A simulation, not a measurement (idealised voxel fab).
The name of this process module is voxel capacitor over wiring.
FYI the section here is cut, 190 nm wide, cells are 5 nm squares.
Cross-section spec: square-cell grid; bands listed top down; each band is one or more rows. Band: top height; bottom height; in nm. Then, left to right: material with width in nm, for each material. "edge to edge": a single material spanning edge to edge. "blank": empty space. Heights from 0 (as-received wafer is one material below). Bottom band endless downward, as "0 nm and below". Graded width ("30->40"): value in top row of band = first number; value in bottom row = second number; row-to-row change constant. A step reported as "nothing different" is a step in which no cell of the cross-section changed. Voids not open to the top, 8 cells minimum: see "Cavities, closed". Written width x height at distance; distance is from the left edge; nm. On a step's line, text after the settings is the simulator commenting on that step. overlay nm: for a step with a mask, the amount by which the mask lay right of where it was planned; a negative amount means left of it.

## This section lists the process steps that were planned
1) RECEIVE, material Si
2) CONFORMAL_DEP, material SiO2, thk nm 15
3) DIRECTIONAL_DEP, material TiN, thk nm 5
4) DIRECTIONAL_DEP, material Ru, thk nm 15
5) PATTERN, tone cover, mask id METAL_1, material resist, width nm 30, pitch nm 95, thk nm 20, overlay nm 0
6) DIRECTIONAL_ETCH, etch materials Ru, depth nm 15
7) DIRECTIONAL_ETCH, etch materials TiN, depth nm 5
8) STRIP, etch materials resist
9) FILL_DEP, material lowk, thk nm 5
10) CMP, height nm 35
11) CONFORMAL_DEP, material SiCN, thk nm 5
12) DIRECTIONAL_DEP, material SiO2, thk nm 20
13) DIRECTIONAL_DEP, material aC, thk nm 10
14) PATTERN, tone open, mask id PLUG_1, material resist, width nm 15, thk nm 25, overlay nm 0
15) DIRECTIONAL_ETCH, etch materials aC, depth nm 10
16) STRIP, etch materials resist
17) DIRECTIONAL_ETCH, etch materials SiO2, depth nm 20
18) DIRECTIONAL_ETCH, etch materials SiCN, depth nm 5
19) STRIP, etch materials aC
20) EPI, material Ru, thk nm 10
21) EPI, material Ru, thk nm 10
22) EPI, material Ru, thk nm 5
23) DIRECTIONAL_DEP, material TiN, thk nm 5
24) DIRECTIONAL_DEP, material Al2O3, thk nm 5
25) DIRECTIONAL_DEP, material TiN, thk nm 10
26) DIRECTIONAL_DEP, material aC, thk nm 10
27) PATTERN, tone cover, mask id UPPER_PLATE, material resist, width nm 70, thk nm 25, overlay nm 0
28) DIRECTIONAL_ETCH, etch materials aC, depth nm 10
29) STRIP, etch materials resist
30) DIRECTIONAL_ETCH, etch materials TiN, depth nm 10
31) DIRECTIONAL_ETCH, etch materials Al2O3, depth nm 5
32) STRIP, etch materials aC
33) DIRECTIONAL_DEP, material aC, thk nm 15
34) PATTERN, tone cover, mask id LOWER_PLATE, material resist, width nm 80, thk nm 35, overlay nm 0
35) DIRECTIONAL_ETCH, etch materials aC, depth nm 15
36) STRIP, etch materials resist
37) DIRECTIONAL_ETCH, etch materials TiN, depth nm 5
38) STRIP, etch materials aC
39) FILL_DEP, material SiO2, thk nm 15
40) CMP, height nm 90
41) MASKED_ETCH, tone open, mask id PLUG_2, width nm 15, etch materials SiO2, depth nm 10, overlay nm 0
42) CONFORMAL_DEP, material TiN, thk nm 5
43) FILL_DEP, material W, thk nm 10
44) CMP, height nm 90
45) CONFORMAL_DEP, material SiCN, thk nm 5

## Cross-section of the wafer as it came to us, i.e., already through step 1
  0 nm and below: Si edge to edge
  Cavities, closed: none

## End-of-module cross-section of the first of two wafers, processed as planned
  95 nm to 90 nm: SiCN edge to edge
  90 nm to 85 nm: SiO2=55, then TiN=5, then W=5, then TiN=5, then SiO2=120
  85 nm to 80 nm: SiO2=55, then TiN=15, then SiO2=120
  80 nm to 70 nm: SiO2=45, then TiN=70, then SiO2=75
  70 nm to 65 nm: SiO2=45, then Al2O3=70, then SiO2=75
  65 nm to 60 nm: SiO2=40, then TiN=80, then SiO2=70
  60 nm to 40 nm: SiO2=45, then Ru=15, then SiO2=130
  40 nm to 35 nm: SiCN=45, then Ru=15, then SiCN=130
  35 nm to 20 nm: lowk=30, then Ru=30, then lowk=65, then Ru=30, then lowk=35
  20 nm to 15 nm: lowk=30, then TiN=30, then lowk=65, then TiN=30, then lowk=35
  15 nm to 0 nm: SiO2 edge to edge
  0 nm and below: Si edge to edge
  Cavities, closed: none

## Wafer two, sectioned after the module: the first wafer's start, the first wafer's plan, and one mistake in how it was run
  95 nm to 90 nm: SiCN edge to edge
  90 nm to 85 nm: SiO2=55, then TiN=5, then W=5, then TiN=5, then SiO2=120
  85 nm to 80 nm: SiO2=55, then TiN=15, then SiO2=120
  80 nm to 70 nm: SiO2=45, then TiN=70, then SiO2=75
  70 nm to 65 nm: SiO2=45, then Al2O3=70, then SiO2=75
  65 nm to 60 nm: SiO2=40, then TiN=80, then SiO2=70
  60 nm to 40 nm: SiO2=45, then Ru=15, then SiO2=130
  40 nm to 35 nm: SiCN=45, then Ru=15, then SiCN=130
  35 nm to 20 nm: lowk=30, then Ru=30, then lowk=65, then Ru=30, then lowk=35
  20 nm to 15 nm: lowk=30, then TiN=30, then lowk=65, then TiN=30, then lowk=35
  15 nm to 0 nm: aC edge to edge
  0 nm and below: Si edge to edge
  Cavities, closed: none
What broke from the plan during processing? planned and actual differ for step 2; actual: CONFORMAL_DEP, material aC, thk nm 15
Count the cells at the end and the second wafer has more or fewer of some materials than the first: SiO2 -114; aC +114
